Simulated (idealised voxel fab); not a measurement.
Presented below is a process module, voxel self aligned contacts.
Displayed cross-section: cut, width of 165 nm, square cells sized 5 nm.
Throughout this document, each cross-section is represented as a grid of square cells and is presented as a sequence of bands enumerated from the top downward, where a band comprises one or more rows of cells. Read a band's entry like this: the first values are the height of its top and the height of its bottom in nm, and what follows is the sequence of materials from left to right, each with its width in nm. Note that "empty" is empty space, and that a single material marked "full width" reaches across the band from edge to edge. Heights are reckoned from 0. Under this level, the received wafer is all of one material. The bottommost band is open-ended downward, for example "0..down". Width spec "30 to 40" -> top row of cells at first value, bottom row at second value, equal per-row change in between. What does "nothing was modified" mean for a step? It means no cell of the cross-section changed in that step. So "Enclosed internal voids" is basically the list of trapped voids: any empty space of 8 cells or more that can't reach the top through an opening. They're written width x height at distance, the distance being from the left edge, and it's all nm. That trailing text on a step's line, after the settings, is the simulator's own remark on the step. When a step includes a mask, the "overlay nm" setting on its line states how far to the right of its planned place that mask lay, and negative values state how far to the left.
Steps planned for the process
step 1: op RECEIVE | material Si
step 2: op CONFORMAL_DEP | material SiO2 | thk nm 5
step 3: op DIRECTIONAL_DEP | material polySi | thk nm 30
step 4: op DIRECTIONAL_DEP | material SiN | thk nm 15
step 5: op MASKED_ETCH | tone cover | mask id GATE | width nm 35 | pitch nm 70 | etch materials SiN | depth nm 15 | overlay nm 0
step 6: op MASKED_ETCH | tone cover | mask id GATE | width nm 35 | pitch nm 70 | etch materials polySi | depth nm 30 | overlay nm 0
step 7: op CONFORMAL_DEP | material SiN | thk nm 5
step 8: op DIRECTIONAL_ETCH | etch materials SiN | depth nm 5
step 9: op FILL_DEP | material SiO2 | thk nm 15
step 10: op CMP | height nm 55
step 11: op MASKED_ETCH | tone open | mask id CONTACT | width nm 45 | etch materials SiO2 | depth nm 55 | overlay nm 0
step 12: op CONFORMAL_DEP | material TiN | thk nm 5
step 13: op FILL_DEP | material Ru | thk nm 10
step 14: op CMP | height nm 55
step 15: op CONFORMAL_DEP | material SiCN | thk nm 5
So, the first of our two wafers, run just as we planned it
Cross-section, incoming material, after step 1
	0..down  Si full width
	Enclosed internal voids: none
How the wafer stands in section after step 2
	5..0  SiO2 full width
	Below 0, the layers are the same as they were.
How the wafer stands in section after step 3
	35..5  polySi full width
	Below 5, the layers are the same as they were.
How the wafer stands in section after step 4
	50..35  SiN full width
	Below 35, the layers are the same as they were.
How the wafer stands in section after step 5
	50..35  30 nm empty | 35 nm SiN | 35 nm empty | 35 nm SiN | 30 nm empty
	Below 35, the layers are the same as they were.
How the wafer stands in section after step 6
	50..35  30 nm empty | 35 nm SiN | 35 nm empty | 35 nm SiN | 30 nm empty
	35..5  30 nm empty | 35 nm polySi | 35 nm empty | 35 nm polySi | 30 nm empty
	Below 5, the layers are the same as they were.
How the wafer stands in section after step 7
	55..35  25 nm empty | 45 nm SiN | 25 nm empty | 45 nm SiN | 25 nm empty
	35..10  25 nm empty | 5 nm SiN | 35 nm polySi | 5 nm SiN | 25 nm empty | 5 nm SiN | 35 nm polySi | 5 nm SiN | 25 nm empty
	10..5  30 nm SiN | 35 nm polySi | 35 nm SiN | 35 nm polySi | 30 nm SiN
	Below 5, the layers are the same as they were.
How the wafer stands in section after step 8
	50..35  25 nm empty | 45 nm SiN | 25 nm empty | 45 nm SiN | 25 nm empty
	35..5  25 nm empty | 5 nm SiN | 35 nm polySi | 5 nm SiN | 25 nm empty | 5 nm SiN | 35 nm polySi | 5 nm SiN | 25 nm empty
	Below 5, the layers are the same as they were.
How the wafer stands in section after step 9
	65..50  SiO2 full width
	50..35  25 nm SiO2 | 45 nm SiN | 25 nm SiO2 | 45 nm SiN | 25 nm SiO2
	35..5  25 nm SiO2 | 5 nm SiN | 35 nm polySi | 5 nm SiN | 25 nm SiO2 | 5 nm SiN | 35 nm polySi | 5 nm SiN | 25 nm SiO2
	Below 5, the layers are the same as they were.
How the wafer stands in section after step 10
	55..50  SiO2 full width
	Below 50, the layers are the same as they were.
How the wafer stands in section after step 11
	55..50  60 nm SiO2 | 45 nm empty | 60 nm SiO2
	50..35  25 nm SiO2 | 45 nm SiN | 25 nm empty | 45 nm SiN | 25 nm SiO2
	35..5  25 nm SiO2 | 5 nm SiN | 35 nm polySi | 5 nm SiN | 25 nm empty | 5 nm SiN | 35 nm polySi | 5 nm SiN | 25 nm SiO2
	5..0  70 nm SiO2 | 25 nm empty | 70 nm SiO2
	Below 0, the layers are the same as they were.
How the wafer stands in section after step 12
	60..55  65 nm TiN | 35 nm empty | 65 nm TiN
	55..50  60 nm SiO2 | 15 nm TiN | 15 nm empty | 15 nm TiN | 60 nm SiO2
	50..35  25 nm SiO2 | 45 nm SiN | 5 nm TiN | 15 nm empty | 5 nm TiN | 45 nm SiN | 25 nm SiO2
	35..5  25 nm SiO2 | 5 nm SiN | 35 nm polySi | 5 nm SiN | 5 nm TiN | 15 nm empty | 5 nm TiN | 5 nm SiN | 35 nm polySi | 5 nm SiN | 25 nm SiO2
	5..0  70 nm SiO2 | 25 nm TiN | 70 nm SiO2
	Below 0, the layers are the same as they were.
How the wafer stands in section after step 13
	70..60  Ru full width
	60..55  65 nm TiN | 35 nm Ru | 65 nm TiN
	55..50  60 nm SiO2 | 15 nm TiN | 15 nm Ru | 15 nm TiN | 60 nm SiO2
	50..35  25 nm SiO2 | 45 nm SiN | 5 nm TiN | 15 nm Ru | 5 nm TiN | 45 nm SiN | 25 nm SiO2
	35..5  25 nm SiO2 | 5 nm SiN | 35 nm polySi | 5 nm SiN | 5 nm TiN | 15 nm Ru | 5 nm TiN | 5 nm SiN | 35 nm polySi | 5 nm SiN | 25 nm SiO2
	Below 5, the layers are the same as they were.
How the wafer stands in section after step 14
	55..50  60 nm SiO2 | 15 nm TiN | 15 nm Ru | 15 nm TiN | 60 nm SiO2
	Below 50, the layers are the same as they were.
How the wafer stands in section after step 15
	60..55  SiCN full width
	Below 55, the layers are the same as they were.
Second wafer - shared start and plan with the first - one error in running - same as the first up to step 10 inclusive
Cross-sectional representation of the second wafer at the time designated in the plan for the completion of step 11
	55..50  60 nm empty | 45 nm SiO2 | 60 nm empty
	50..35  25 nm empty | 45 nm SiN | 25 nm SiO2 | 45 nm SiN | 25 nm empty
	35..5  25 nm empty | 5 nm SiN | 35 nm polySi | 5 nm SiN | 25 nm SiO2 | 5 nm SiN | 35 nm polySi | 5 nm SiN | 25 nm empty
	5..0  25 nm empty | 115 nm SiO2 | 25 nm empty
	Below 0, the layers are the same as they were.
Cross-sectional representation of the second wafer at the time designated in the plan for the completion of step 12
	60..55  55 nm empty | 55 nm TiN | 55 nm empty
	55..50  20 nm empty | 40 nm TiN | 45 nm SiO2 | 40 nm TiN | 20 nm empty
	50..35  20 nm empty | 5 nm TiN | 45 nm SiN | 25 nm SiO2 | 45 nm SiN | 5 nm TiN | 20 nm empty
	35..5  20 nm empty | 5 nm TiN | 5 nm SiN | 35 nm polySi | 5 nm SiN | 25 nm SiO2 | 5 nm SiN | 35 nm polySi | 5 nm SiN | 5 nm TiN | 20 nm empty
	5..0  25 nm TiN | 115 nm SiO2 | 25 nm TiN
	Below 0, the layers are the same as they were.
Cross-sectional representation of the second wafer at the time designated in the plan for the completion of step 13
	70..60  Ru full width
	60..55  55 nm Ru | 55 nm TiN | 55 nm Ru
	55..50  20 nm Ru | 40 nm TiN | 45 nm SiO2 | 40 nm TiN | 20 nm Ru
	50..35  20 nm Ru | 5 nm TiN | 45 nm SiN | 25 nm SiO2 | 45 nm SiN | 5 nm TiN | 20 nm Ru
	35..5  20 nm Ru | 5 nm TiN | 5 nm SiN | 35 nm polySi | 5 nm SiN | 25 nm SiO2 | 5 nm SiN | 35 nm polySi | 5 nm SiN | 5 nm TiN | 20 nm Ru
	Below 5, the layers are the same as they were.
Cross-sectional representation of the second wafer at the time designated in the plan for the completion of step 14
	55..50  20 nm Ru | 40 nm TiN | 45 nm SiO2 | 40 nm TiN | 20 nm Ru
	Below 50, the layers are the same as they were.
Cross-sectional representation of the second wafer at the time designated in the plan for the completion of step 15
	60..55  SiCN full width
	Below 55, the layers are the same as they were.
Heads up, the wafer didn't run the way we planned it: not per plan at step 11, really ran op MASKED_ETCH | tone cover | mask id CONTACT | width nm 45 | etch materials SiO2 | depth nm 55 | overlay nm 0
Final cells, second wafer relative to first, materials higher or lower: 50 more of Ru, 65 fewer of SiO2, 15 more of TiN
